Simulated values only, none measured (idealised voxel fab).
Process module, titled voxel quadruple lines
For reference, the cross-section in this document is cut, with width 225 nm and square cells of 5 nm.
Just so we're on the same page, the cross-sections are grids of square cells, and they're listed out in bands top to bottom, each band one or more rows deep.
The entry gives the band's vertical extent as a top height and a bottom height in nm, then its horizontal make-up as materials from left to right, each with a width in nm. "blank" stands for empty space; a single material marked "full width" fills the band edge to edge.
All heights in this document are referenced to 0, defined as the level beneath which the wafer, as received, consists entirely of one material. The lowest band is not bounded below; it extends indefinitely downward and is written in the form "0 down".
Graded width ("30->40"): value in top row of band = first number; value in bottom row = second number; row-to-row change constant.
Where the words "remains unaltered" appear for a step, the cross-section shows no cell changed by that step; every cell remained as before.
Basically, "Encapsulated voids" tells you about the enclosed voids: empty spaces with no open way to the top, 8 cells or bigger, each written width x height at distance, where distance is from the left edge, all in nm.
What comes after the settings on a step's line is commentary from the simulator itself on that step.
A step's line can hold "overlay nm"; with a mask on that step, the setting says how far right of the planned place the mask lay, while a negative setting says it lay to the left.
LIST OF PLANNED PROCESS STEPS
1) RECEIVE | material Si
2) CONFORMAL_DEP | material Al2O3 | thk nm 5
3) DIRECTIONAL_DEP | material TiN | thk nm 15
4) DIRECTIONAL_DEP | material polySi | thk nm 20
5) DIRECTIONAL_DEP | material aC | thk nm 25
6) PATTERN | tone cover | mask id MANDREL | material resist | width nm 25 | pitch nm 80 | thk nm 35 | overlay nm 0
7) DIRECTIONAL_ETCH | etch materials aC | depth nm 25
8) STRIP | etch materials resist
9) CONFORMAL_DEP | material SiO2 | thk nm 15
10) DIRECTIONAL_ETCH | etch materials SiO2 | depth nm 15
11) STRIP | etch materials aC
12) DIRECTIONAL_ETCH | etch materials polySi | depth nm 20
13) STRIP | etch materials SiO2
14) CONFORMAL_DEP | material SiCN | thk nm 5
15) DIRECTIONAL_ETCH | etch materials SiCN | depth nm 5
16) STRIP | etch materials polySi
17) DIRECTIONAL_ETCH | etch materials TiN | depth nm 15
18) STRIP | etch materials SiCN
19) FILL_DEP | material SiO2 | thk nm 10
20) CMP | height nm 20
ON THE FIRST OF THE TWO WAFERS: RUN CONDUCTED ACCORDING TO PLAN
AS-RECEIVED STATE OF THE WAFER IN CROSS-SECTION, EQUIVALENT TO POST-STEP 1
  0 down: Si full width
  Encapsulated voids: none
PRESENTED HERE IS A CROSS-SECTION OF THE WAFER AFTER STEP 2 HAS BEEN PERFORMED
  5 to 0: Al2O3 full width
  Heights below 0 show no change.
PRESENTED HERE IS A CROSS-SECTION OF THE WAFER AFTER STEP 3 HAS BEEN PERFORMED
  20 to 5: TiN full width
  Heights below 5 show no change.
PRESENTED HERE IS A CROSS-SECTION OF THE WAFER AFTER STEP 4 HAS BEEN PERFORMED
  40 to 20: polySi full width
  Heights below 20 show no change.
PRESENTED HERE IS A CROSS-SECTION OF THE WAFER AFTER STEP 5 HAS BEEN PERFORMED
  65 to 40: aC full width
  Heights below 40 show no change.
PRESENTED HERE IS A CROSS-SECTION OF THE WAFER AFTER STEP 6 HAS BEEN PERFORMED
  100 to 65: blank (60), resist (25), blank (55), resist (25), blank (60)
  Heights below 65 show no change.
PRESENTED HERE IS A CROSS-SECTION OF THE WAFER AFTER STEP 7 HAS BEEN PERFORMED
  75 to 65: blank (60), resist (25), blank (55), resist (25), blank (60)
  65 to 40: blank (60), aC (25), blank (55), aC (25), blank (60)
  Heights below 40 show no change.
PRESENTED HERE IS A CROSS-SECTION OF THE WAFER AFTER STEP 8 HAS BEEN PERFORMED
  65 to 40: blank (60), aC (25), blank (55), aC (25), blank (60)
  Heights below 40 show no change.
PRESENTED HERE IS A CROSS-SECTION OF THE WAFER AFTER STEP 9 HAS BEEN PERFORMED
  80 to 65: blank (45), SiO2 (55), blank (25), SiO2 (55), blank (45)
  65 to 55: blank (45), SiO2 (15), aC (25), SiO2 (15), blank (25), SiO2 (15), aC (25), SiO2 (15), blank (45)
  55 to 40: SiO2 (60), aC (25), SiO2 (55), aC (25), SiO2 (60)
  Heights below 40 show no change.
PRESENTED HERE IS A CROSS-SECTION OF THE WAFER AFTER STEP 10 HAS BEEN PERFORMED
  65 to 40: blank (45), SiO2 (15), aC (25), SiO2 (15), blank (25), SiO2 (15), aC (25), SiO2 (15), blank (45)
  Heights below 40 show no change.
PRESENTED HERE IS A CROSS-SECTION OF THE WAFER AFTER STEP 11 HAS BEEN PERFORMED
  65 to 40: blank (45), SiO2 (15), blank (25), SiO2 (15), blank (25), SiO2 (15), blank (25), SiO2 (15), blank (45)
  Heights below 40 show no change.
PRESENTED HERE IS A CROSS-SECTION OF THE WAFER AFTER STEP 12 HAS BEEN PERFORMED
  65 to 40: blank (45), SiO2 (15), blank (25), SiO2 (15), blank (25), SiO2 (15), blank (25), SiO2 (15), blank (45)
  40 to 20: blank (45), polySi (15), blank (25), polySi (15), blank (25), polySi (15), blank (25), polySi (15), blank (45)
  Heights below 20 show no change.
PRESENTED HERE IS A CROSS-SECTION OF THE WAFER AFTER STEP 13 HAS BEEN PERFORMED
  40 to 20: blank (45), polySi (15), blank (25), polySi (15), blank (25), polySi (15), blank (25), polySi (15), blank (45)
  Heights below 20 show no change.
PRESENTED HERE IS A CROSS-SECTION OF THE WAFER AFTER STEP 14 HAS BEEN PERFORMED
  45 to 40: blank (40), SiCN (25), blank (15), SiCN (25), blank (15), SiCN (25), blank (15), SiCN (25), blank (40)
  40 to 25: blank (40), SiCN (5), polySi (15), SiCN (5), blank (15), SiCN (5), polySi (15), SiCN (5), blank (15), SiCN (5), polySi (15), SiCN (5), blank (15), SiCN (5), polySi (15), SiCN (5), blank (40)
  25 to 20: SiCN (45), polySi (15), SiCN (25), polySi (15), SiCN (25), polySi (15), SiCN (25), polySi (15), SiCN (45)
  Heights below 20 show no change.
PRESENTED HERE IS A CROSS-SECTION OF THE WAFER AFTER STEP 15 HAS BEEN PERFORMED
  40 to 20: blank (40), SiCN (5), polySi (15), SiCN (5), blank (15), SiCN (5), polySi (15), SiCN (5), blank (15), SiCN (5), polySi (15), SiCN (5), blank (15), SiCN (5), polySi (15), SiCN (5), blank (40)
  Heights below 20 show no change.
PRESENTED HERE IS A CROSS-SECTION OF THE WAFER AFTER STEP 16 HAS BEEN PERFORMED
  40 to 20: blank (40), SiCN (5), blank (15), SiCN (5), blank (15), SiCN (5), blank (15), SiCN (5), blank (15), SiCN (5), blank (15), SiCN (5), blank (15), SiCN (5), blank (15), SiCN (5), blank (40)
  Heights below 20 show no change.
PRESENTED HERE IS A CROSS-SECTION OF THE WAFER AFTER STEP 17 HAS BEEN PERFORMED
  40 to 20: blank (40), SiCN (5), blank (15), SiCN (5), blank (15), SiCN (5), blank (15), SiCN (5), blank (15), SiCN (5), blank (15), SiCN (5), blank (15), SiCN (5), blank (15), SiCN (5), blank (40)
  20 to 5: blank (40), TiN (5), blank (15), TiN (5), blank (15), TiN (5), blank (15), TiN (5), blank (15), TiN (5), blank (15), TiN (5), blank (15), TiN (5), blank (15), TiN (5), blank (40)
  Heights below 5 show no change.
PRESENTED HERE IS A CROSS-SECTION OF THE WAFER AFTER STEP 18 HAS BEEN PERFORMED
  20 to 5: blank (40), TiN (5), blank (15), TiN (5), blank (15), TiN (5), blank (15), TiN (5), blank (15), TiN (5), blank (15), TiN (5), blank (15), TiN (5), blank (15), TiN (5), blank (40)
  Heights below 5 show no change.
PRESENTED HERE IS A CROSS-SECTION OF THE WAFER AFTER STEP 19 HAS BEEN PERFORMED
  30 to 20: SiO2 full width
  20 to 5: SiO2 (40), TiN (5), SiO2 (15), TiN (5), SiO2 (15), TiN (5), SiO2 (15), TiN (5), SiO2 (15), TiN (5), SiO2 (15), TiN (5), SiO2 (15), TiN (5), SiO2 (15), TiN (5), SiO2 (40)
  Heights below 5 show no change.
PRESENTED HERE IS A CROSS-SECTION OF THE WAFER AFTER STEP 20 HAS BEEN PERFORMED
  20 to 5: SiO2 (40), TiN (5), SiO2 (15), TiN (5), SiO2 (15), TiN (5), SiO2 (15), TiN (5), SiO2 (15), TiN (5), SiO2 (15), TiN (5), SiO2 (15), TiN (5), SiO2 (15), TiN (5), SiO2 (40)
  Heights below 5 show no change.
NOTES, SECOND WAFER: START = FIRST WAFER'S, PLAN = FIRST WAFER'S, EXECUTION HAD ONE MISTAKE; HISTORY IDENTICAL TO FIRST THROUGH STEP 1
SECOND WAFER, CROSS-SECTION, PLANNED END OF STEP 2
  5 to 0: SiO2 full width
  Heights below 0 show no change.
SECOND WAFER, CROSS-SECTION, PLANNED END OF STEP 3
  20 to 5: TiN full width
  Heights below 5 show no change.
SECOND WAFER, CROSS-SECTION, PLANNED END OF STEP 4
  40 to 20: polySi full width
  Heights below 20 show no change.
SECOND WAFER, CROSS-SECTION, PLANNED END OF STEP 5
  65 to 40: aC full width
  Heights below 40 show no change.
SECOND WAFER, CROSS-SECTION, PLANNED END OF STEP 6
  100 to 65: blank (60), resist (25), blank (55), resist (25), blank (60)
  Heights below 65 show no change.
SECOND WAFER, CROSS-SECTION, PLANNED END OF STEP 7
  75 to 65: blank (60), resist (25), blank (55), resist (25), blank (60)
  65 to 40: blank (60), aC (25), blank (55), aC (25), blank (60)
  Heights below 40 show no change.
SECOND WAFER, CROSS-SECTION, PLANNED END OF STEP 8
  65 to 40: blank (60), aC (25), blank (55), aC (25), blank (60)
  Heights below 40 show no change.
SECOND WAFER, CROSS-SECTION, PLANNED END OF STEP 9
  80 to 65: blank (45), SiO2 (55), blank (25), SiO2 (55), blank (45)
  65 to 55: blank (45), SiO2 (15), aC (25), SiO2 (15), blank (25), SiO2 (15), aC (25), SiO2 (15), blank (45)
  55 to 40: SiO2 (60), aC (25), SiO2 (55), aC (25), SiO2 (60)
  Heights below 40 show no change.
SECOND WAFER, CROSS-SECTION, PLANNED END OF STEP 10
  65 to 40: blank (45), SiO2 (15), aC (25), SiO2 (15), blank (25), SiO2 (15), aC (25), SiO2 (15), blank (45)
  Heights below 40 show no change.
SECOND WAFER, CROSS-SECTION, PLANNED END OF STEP 11
  65 to 40: blank (45), SiO2 (15), blank (25), SiO2 (15), blank (25), SiO2 (15), blank (25), SiO2 (15), blank (45)
  Heights below 40 show no change.
SECOND WAFER, CROSS-SECTION, PLANNED END OF STEP 12
  65 to 40: blank (45), SiO2 (15), blank (25), SiO2 (15), blank (25), SiO2 (15), blank (25), SiO2 (15), blank (45)
  40 to 20: blank (45), polySi (15), blank (25), polySi (15), blank (25), polySi (15), blank (25), polySi (15), blank (45)
  Heights below 20 show no change.
SECOND WAFER, CROSS-SECTION, PLANNED END OF STEP 13
  40 to 20: blank (45), polySi (15), blank (25), polySi (15), blank (25), polySi (15), blank (25), polySi (15), blank (45)
  Heights below 20 show no change.
SECOND WAFER, CROSS-SECTION, PLANNED END OF STEP 14
  45 to 40: blank (40), SiCN (25), blank (15), SiCN (25), blank (15), SiCN (25), blank (15), SiCN (25), blank (40)
  40 to 25: blank (40), SiCN (5), polySi (15), SiCN (5), blank (15), SiCN (5), polySi (15), SiCN (5), blank (15), SiCN (5), polySi (15), SiCN (5), blank (15), SiCN (5), polySi (15), SiCN (5), blank (40)
  25 to 20: SiCN (45), polySi (15), SiCN (25), polySi (15), SiCN (25), polySi (15), SiCN (25), polySi (15), SiCN (45)
  Heights below 20 show no change.
SECOND WAFER, CROSS-SECTION, PLANNED END OF STEP 15
  40 to 20: blank (40), SiCN (5), polySi (15), SiCN (5), blank (15), SiCN (5), polySi (15), SiCN (5), blank (15), SiCN (5), polySi (15), SiCN (5), blank (15), SiCN (5), polySi (15), SiCN (5), blank (40)
  Heights below 20 show no change.
SECOND WAFER, CROSS-SECTION, PLANNED END OF STEP 16
  40 to 20: blank (40), SiCN (5), blank (15), SiCN (5), blank (15), SiCN (5), blank (15), SiCN (5), blank (15), SiCN (5), blank (15), SiCN (5), blank (15), SiCN (5), blank (15), SiCN (5), blank (40)
  Heights below 20 show no change.
SECOND WAFER, CROSS-SECTION, PLANNED END OF STEP 17
  40 to 20: blank (40), SiCN (5), blank (15), SiCN (5), blank (15), SiCN (5), blank (15), SiCN (5), blank (15), SiCN (5), blank (15), SiCN (5), blank (15), SiCN (5), blank (15), SiCN (5), blank (40)
  20 to 5: blank (40), TiN (5), blank (15), TiN (5), blank (15), TiN (5), blank (15), TiN (5), blank (15), TiN (5), blank (15), TiN (5), blank (15), TiN (5), blank (15), TiN (5), blank (40)
  Heights below 5 show no change.
SECOND WAFER, CROSS-SECTION, PLANNED END OF STEP 18
  20 to 5: blank (40), TiN (5), blank (15), TiN (5), blank (15), TiN (5), blank (15), TiN (5), blank (15), TiN (5), blank (15), TiN (5), blank (15), TiN (5), blank (15), TiN (5), blank (40)
  Heights below 5 show no change.
SECOND WAFER, CROSS-SECTION, PLANNED END OF STEP 19
  30 to 20: SiO2 full width
  20 to 5: SiO2 (40), TiN (5), SiO2 (15), TiN (5), SiO2 (15), TiN (5), SiO2 (15), TiN (5), SiO2 (15), TiN (5), SiO2 (15), TiN (5), SiO2 (15), TiN (5), SiO2 (15), TiN (5), SiO2 (40)
  Heights below 5 show no change.
SECOND WAFER, CROSS-SECTION, PLANNED END OF STEP 20
  20 to 5: SiO2 (40), TiN (5), SiO2 (15), TiN (5), SiO2 (15), TiN (5), SiO2 (15), TiN (5), SiO2 (15), TiN (5), SiO2 (15), TiN (5), SiO2 (15), TiN (5), SiO2 (15), TiN (5), SiO2 (40)
  Heights below 5 show no change.
The mistake made against the process plan was this: heads up, step 2 didn't go per plan, it actually ran as CONFORMAL_DEP | material SiO2 | thk nm 5
Counted in cells at the end, the second wafer holds more or fewer of these materials than the first: 45 fewer of Al2O3 | 45 more of SiO2
